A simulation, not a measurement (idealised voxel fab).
Proc. module: voxel transistor to metal
For reference, the cross-section in this document is cut, with width 300 nm and square cells of 5 nm.
Reading order for cross-sections: top band down to bottom band. Underlying form: a grid of square cells. Band size: one or more rows of cells. Quick guide to a band line: top height, bottom height (nm) up front; then every material left to right with its width in nm. Only one material and it's marked "everywhere"? Then it fills the band edge to edge. And "empty" just means empty space. The level at which height equals 0 is the one under which the wafer, as it arrives, is entirely one material. No lower edge exists for the bottom band, which continues downward and is notated as in "0..down". Top row gets the first number, bottom row gets the second, and each row in between changes by the same step: that is how a band width like "30 to 40" works. No cell of the cross-section changed in a step that is given as "nothing was modified". Listed in "Voids, enclosed": every empty space of 8 or more cells without an open way to the top. Form: width x height at distance, the distance being from the left edge, all in nm. Formally, on a step line, whatever follows the settings is a remark that the simulator itself makes on the step. overlay nm: where the mask lay relative to plan, measured to the right, on steps with a mask; negatives go left.

INTENDED PROCESS STEPS
1,RECEIVE (material Si)
2,OXIDIZE (depth nm 5)
3,CONFORMAL_DEP (material SiN; thk nm 10)
4,MASKED_ETCH (tone cover; mask id ACTIVE; width nm 110; pitch nm 130; etch materials SiN; depth nm 10; overlay nm 0)
5,MASKED_ETCH (tone cover; mask id ACTIVE; width nm 110; pitch nm 130; etch materials SiO2; depth nm 5; overlay nm 0)
6,MASKED_ETCH (tone cover; mask id ACTIVE; width nm 110; pitch nm 130; etch materials Si; depth nm 20; overlay nm 0)
7,FILL_DEP (material SiO2; thk nm 5)
8,CMP (height nm 10)
9,SELECTIVE_ETCH (etch materials SiO2; depth nm 10)
10,STRIP (etch materials SiN)
11,SELECTIVE_ETCH (etch materials SiO2; depth nm 5)
12,OXIDIZE (depth nm 5)
13,DIRECTIONAL_DEP (material polySi; thk nm 20)
14,DIRECTIONAL_DEP (material SiCN; thk nm 10)
15,DIRECTIONAL_DEP (material aC; thk nm 15)
16,PATTERN (tone cover; mask id GATE; material resist; width nm 30; pitch nm 130; thk nm 30; overlay nm 0)
17,DIRECTIONAL_ETCH (etch materials aC; depth nm 15)
18,STRIP (etch materials resist)
19,DIRECTIONAL_ETCH (etch materials SiCN; depth nm 20)
20,DIRECTIONAL_ETCH (etch materials polySi; depth nm 30)
21,STRIP (etch materials aC)
22,CONFORMAL_DEP (material SiO2; thk nm 5)
23,DIRECTIONAL_ETCH (etch materials SiO2; depth nm 5)
24,CONFORMAL_DEP (material SiN; thk nm 5)
25,DIRECTIONAL_ETCH (etch materials SiN; depth nm 5)
26,DIRECTIONAL_ETCH (etch materials SiO2; depth nm 5)
27,DIRECTIONAL_ETCH (etch materials Si; depth nm 15)
28,EPI (material SiGe; thk nm 15)
29,FILL_DEP (material SiO2; thk nm 10)
30,CMP (height nm 15)
31,STRIP (etch materials polySi)
32,SELECTIVE_ETCH (etch materials SiO2; depth nm 5)
33,CONFORMAL_DEP (material HfO2; thk nm 5)
34,CONFORMAL_DEP (material TiN; thk nm 5)
35,FILL_DEP (material W; thk nm 10)
36,CMP (height nm 10)
37,DIRECTIONAL_DEP (material SiO2; thk nm 10)
38,MASKED_ETCH (tone open; mask id CONTACT; width nm 15; etch materials SiO2; depth nm 30; overlay nm 0)
39,CONFORMAL_DEP (material TiN; thk nm 5)
40,FILL_DEP (material W; thk nm 5)
41,CMP (height nm 20)
42,CONFORMAL_DEP (material SiCN; thk nm 5)
43,DIRECTIONAL_DEP (material SiO2; thk nm 15)
44,DIRECTIONAL_DEP (material aC; thk nm 15)
45,PATTERN (tone open; mask id METAL_1; material resist; width nm 15; thk nm 35; overlay nm 0)
46,DIRECTIONAL_ETCH (etch materials aC; depth nm 15)
47,STRIP (etch materials resist)
48,DIRECTIONAL_ETCH (etch materials SiO2; depth nm 15)
49,DIRECTIONAL_ETCH (etch materials SiCN; depth nm 5)
50,STRIP (etch materials aC)
51,CONFORMAL_DEP (material TiN; thk nm 5)
52,FILL_DEP (material W; thk nm 10)
53,CMP (height nm 40)
54,CONFORMAL_DEP (material SiN; thk nm 5)

WAFER AT RECEIPT (POST STEP 1), CROSS-SECTION
  0..down | Si everywhere
  Voids, enclosed: none

CROSS-SECTIONAL VIEW OF THE FIRST OF THE TWO WAFERS UPON COMPLETION OF THE MODULE, PROCESSED IN ACCORDANCE WITH THE PLAN
  45..40 | SiN everywhere
  40..25 | SiO2: 40 / TiN: 5 / W: 5 / TiN: 5 / SiO2: 60 / TiN: 5 / W: 5 / TiN: 5 / SiO2: 40 / TiN: 5 / W: 5 / TiN: 5 / SiO2: 60 / TiN: 5 / W: 5 / TiN: 5 / SiO2: 40
  25..20 | SiCN: 40 / TiN: 15 / SiCN: 60 / TiN: 15 / SiCN: 40 / TiN: 15 / SiCN: 60 / TiN: 15 / SiCN: 40
  20..10 | SiO2: 40 / TiN: 5 / W: 5 / TiN: 5 / SiO2: 60 / TiN: 5 / W: 5 / TiN: 5 / SiO2: 40 / TiN: 5 / W: 5 / TiN: 5 / SiO2: 60 / TiN: 5 / W: 5 / TiN: 5 / SiO2: 40
  10..5 | SiO2: 40 / TiN: 15 / SiO2: 5 / SiN: 5 / HfO2: 5 / TiN: 5 / W: 20 / TiN: 5 / HfO2: 5 / SiN: 5 / SiO2: 5 / TiN: 15 / SiO2: 40 / TiN: 15 / SiO2: 5 / SiN: 5 / HfO2: 5 / TiN: 5 / W: 20 / TiN: 5 / HfO2: 5 / SiN: 5 / SiO2: 5 / TiN: 15 / SiO2: 40
  5..0 | SiO2: 40 / TiN: 5 / SiGe: 15 / SiN: 5 / HfO2: 5 / TiN: 5 / W: 20 / TiN: 5 / HfO2: 5 / SiN: 5 / SiGe: 15 / TiN: 5 / SiO2: 40 / TiN: 5 / SiGe: 15 / SiN: 5 / HfO2: 5 / TiN: 5 / W: 20 / TiN: 5 / HfO2: 5 / SiN: 5 / SiGe: 15 / TiN: 5 / SiO2: 40
  0..-5 | SiO2: 40 / TiN: 5 / SiGe: 15 / SiN: 5 / HfO2: 5 / TiN: 30 / HfO2: 5 / SiN: 5 / SiGe: 15 / TiN: 5 / SiO2: 40 / TiN: 5 / SiGe: 15 / SiN: 5 / HfO2: 5 / TiN: 30 / HfO2: 5 / SiN: 5 / SiGe: 15 / TiN: 5 / SiO2: 40
  -5..-10 | SiO2: 40 / TiN: 5 / SiGe: 15 / SiO2: 5 / HfO2: 40 / SiO2: 5 / SiGe: 15 / TiN: 5 / SiO2: 40 / TiN: 5 / SiGe: 15 / SiO2: 5 / HfO2: 40 / SiO2: 5 / SiGe: 15 / TiN: 5 / SiO2: 40
  -10..-25 | SiO2: 30 / SiGe: 30 / Si: 50 / SiGe: 30 / SiO2: 20 / SiGe: 30 / Si: 50 / SiGe: 30 / SiO2: 30
  -25..down | Si everywhere
  Voids, enclosed: none

CROSS-SECTIONAL IMAGE OF THE SECOND WAFER OF THE TWO FOLLOWING COMPLETION OF THE MODULE. STARTING STATE AND PROCESS PLAN WERE THE SAME AS FOR THE FIRST WAFER; ONE EXECUTION ERROR OCCURRED
  45..40 | SiN everywhere
  40..25 | SiO2: 40 / TiN: 5 / W: 5 / TiN: 5 / SiO2: 60 / TiN: 5 / W: 5 / TiN: 5 / SiO2: 40 / TiN: 5 / W: 5 / TiN: 5 / SiO2: 60 / TiN: 5 / W: 5 / TiN: 5 / SiO2: 40
  25..20 | SiCN: 40 / TiN: 15 / SiCN: 60 / TiN: 15 / SiCN: 40 / TiN: 15 / SiCN: 60 / TiN: 15 / SiCN: 40
  20..10 | SiO2: 40 / TiN: 5 / W: 5 / TiN: 5 / SiO2: 60 / TiN: 5 / W: 5 / TiN: 5 / SiO2: 40 / TiN: 5 / W: 5 / TiN: 5 / SiO2: 60 / TiN: 5 / W: 5 / TiN: 5 / SiO2: 40
  10..5 | SiO2: 40 / TiN: 15 / SiO2: 10 / HfO2: 5 / TiN: 5 / W: 20 / TiN: 5 / HfO2: 5 / SiO2: 10 / TiN: 15 / SiO2: 40 / TiN: 15 / SiO2: 10 / HfO2: 5 / TiN: 5 / W: 20 / TiN: 5 / HfO2: 5 / SiO2: 10 / TiN: 15 / SiO2: 40
  5..0 | SiO2: 40 / TiN: 10 / SiGe: 15 / HfO2: 5 / TiN: 5 / W: 20 / TiN: 5 / HfO2: 5 / SiGe: 15 / TiN: 10 / SiO2: 40 / TiN: 10 / SiGe: 15 / HfO2: 5 / TiN: 5 / W: 20 / TiN: 5 / HfO2: 5 / SiGe: 15 / TiN: 10 / SiO2: 40
  0..-5 | SiO2: 40 / TiN: 10 / SiGe: 15 / HfO2: 5 / TiN: 30 / HfO2: 5 / SiGe: 15 / TiN: 10 / SiO2: 40 / TiN: 10 / SiGe: 15 / HfO2: 5 / TiN: 30 / HfO2: 5 / SiGe: 15 / TiN: 10 / SiO2: 40
  -5..-10 | SiO2: 40 / TiN: 10 / SiGe: 15 / HfO2: 40 / SiGe: 15 / TiN: 10 / SiO2: 40 / TiN: 10 / SiGe: 15 / HfO2: 40 / SiGe: 15 / TiN: 10 / SiO2: 40
  -10..-25 | SiO2: 30 / SiGe: 35 / Si: 40 / SiGe: 35 / SiO2: 20 / SiGe: 35 / Si: 40 / SiGe: 35 / SiO2: 30
  -25..down | Si everywhere
  Voids, enclosed: none
The plan and the run diverged here: the run left out plan step 24 entirely, so it was never executed
Final tally in cells, some materials are higher or lower on the second wafer than on the first: Si -12; SiGe +12; SiN -12; TiN +12
